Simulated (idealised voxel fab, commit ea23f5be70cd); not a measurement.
process module | voxel self aligned vias
cross-section cut | 145 nm wide | cells 5 nm
A cross-section is a grid of square cells, given in bands from the top down. A band is one or more rows of cells.
Each band's line starts with the height of the band's top and of its bottom, in nm. Then come its materials from left to right, each with its width in nm. One material with "throughout" fills the band from edge to edge. "air" is empty space.
Height 0 is the level under which the wafer as received is all one material. The lowest band goes on downwards, as in "0 down".
A width such as "30 to 40" changes by the same amount from each row of cells to the next, from the band's top row to its bottom row.
"no change" after a step means that no cell of the cross-section changed.
closed voids: empty space of 8 cells or more with no open way to the top, each as width x height at its distance from the left edge, in nm
after a step's settings: what the simulator itself notes on the step
overlay nm, on a step with a mask: how far to the right of its planned place the mask lay; to the left if negative
plan
1 op RECEIVE | material Si
2 op CONFORMAL_DEP | material SiO2 | thk nm 10
3 op CONFORMAL_DEP | material SiCN | thk nm 5
4 op DIRECTIONAL_DEP | material SiO2 | thk nm 30
5 op MASKED_ETCH | tone open | mask id LINES | width nm 30 | pitch nm 55 | etch materials SiO2 | depth nm 30 | overlay nm 0
6 op CONFORMAL_DEP | material TiN | thk nm 5
7 op FILL_DEP | material W | thk nm 5
8 op CMP | height nm 45
9 op SELECTIVE_ETCH | etch materials W Ru TiN | depth nm 5
10 op FILL_DEP | material SiN | thk nm 5
11 op CMP | height nm 45
12 op DIRECTIONAL_DEP | material SiO2 | thk nm 15
13 op MASKED_ETCH | tone open | mask id VIAS | width nm 40 | etch materials SiO2 | depth nm 15 | overlay nm 0
14 op MASKED_ETCH | tone open | mask id VIAS | width nm 40 | etch materials SiN | depth nm 5 | overlay nm 0
15 op CONFORMAL_DEP | material TiN | thk nm 5
16 op FILL_DEP | material Ru | thk nm 5
17 op CMP | height nm 60
18 op CONFORMAL_DEP | material SiN | thk nm 5
varied across the wafers: thk nm of step 6. The plan shows the first wafer's value. All wafers start alike
first wafer as received, after step 1
  0 down: Si throughout
  closed voids: none
each wafer at the end: cells of each material gained (+) or lost (-) since it was received, then its closed voids
thk nm 5 | +16 Ru | +29 SiCN | +35 SiN | +223 SiO2 | +42 TiN | +32 W | closed voids: none
thk nm 10 | +16 Ru | +29 SiCN | +35 SiN | +223 SiO2 | +62 TiN | +12 W | closed voids: none
thk nm 15 | +16 Ru | +29 SiCN | +35 SiN | +223 SiO2 | +74 TiN | closed voids: none
thk nm 20 | +16 Ru | +29 SiCN | +35 SiN | +223 SiO2 | +74 TiN | closed voids: none
